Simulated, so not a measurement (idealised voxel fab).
The following is a process module called voxel lift off.
Cross-section cut spans 300 nm and uses square cells 5 nm in size.
Cross-sections here: square-cell grids, written as top-down lists of bands, a band being one or more rows of cells.
Top, bottom (nm), then materials left to right with widths (nm); lone material tagged "all across" fills the whole band edge to edge; "blank" = empty space.
Measure heights from 0. That's the level where, below it, the as-received wafer is all one material. The lowest band is bottomless and extends downward; write it as in "top 0, no bottom".
The expression "30 to 40" gives the width at the extremes of the band, the first number at its top row of cells and the second at its bottom row, with the width changing by equal amounts from each row to the next in between.
Given "no modifications" for a step, no cell of the cross-section differs between before and after that step.
Enclosed void catalog: empty space of 8 cells or more with no open way to the top, each as width x height at its distance from the left edge, in nm
Read whatever lies past the settings on a step's line as the simulator's own remark about the step.
overlay nm: for a step with a mask, the amount by which the mask lay right of where it was planned; a negative amount means left of it.

### The process steps that were planned are listed below
1 RECEIVE with material Si
2 CONFORMAL_DEP with material SiN, thk nm 10
3 PATTERN with tone open, mask id LINES, material resist, width nm 25, pitch nm 45, thk nm 15, overlay nm 0
4 DIRECTIONAL_DEP with material Ru, thk nm 5
5 STRIP with etch materials resist
6 CONFORMAL_DEP with material SiCN, thk nm 5

### Cross-sectional view of the wafer in its as-received condition, corresponding to the state after step 1
  top 0, no bottom  Si all across
  Enclosed void catalog: none

### End-of-module XS, first of two wafers, run as planned
  top 20, bottom 15  blank (65) | SiCN (35) | blank (10) | SiCN (35) | blank (10) | SiCN (35) | blank (10) | SiCN (35) | blank (65)
  top 15, bottom 10  SiCN (70) | Ru (25) | SiCN (20) | Ru (25) | SiCN (20) | Ru (25) | SiCN (20) | Ru (25) | SiCN (70)
  top 10, bottom 0  SiN all across
  top 0, no bottom  Si all across
  Enclosed void catalog: none

### Second of two wafers, module complete, sectioned: it shares the first wafer's start and plan but was run with one mistake
  top 20, bottom 15  SiCN (75) | blank (15) | SiCN (30) | blank (15) | SiCN (30) | blank (15) | SiCN (30) | blank (15) | SiCN (75)
  top 15, bottom 10  Ru (70) | SiCN (25) | Ru (20) | SiCN (25) | Ru (20) | SiCN (25) | Ru (20) | SiCN (25) | Ru (70)
  top 10, bottom 0  SiN all across
  top 0, no bottom  Si all across
  Enclosed void catalog: none
It is concluded that the wafer was processed incorrectly with respect to the plan, in that it should be noted that step 3 was executed with settings other than those planned, the operation and settings actually applied being PATTERN with tone cover, mask id LINES, material resist, width nm 25, pitch nm 45, thk nm 15, overlay nm 0
The closing comparison, in cells, has the second wafer with more or fewer of some materials than the first: Ru +20
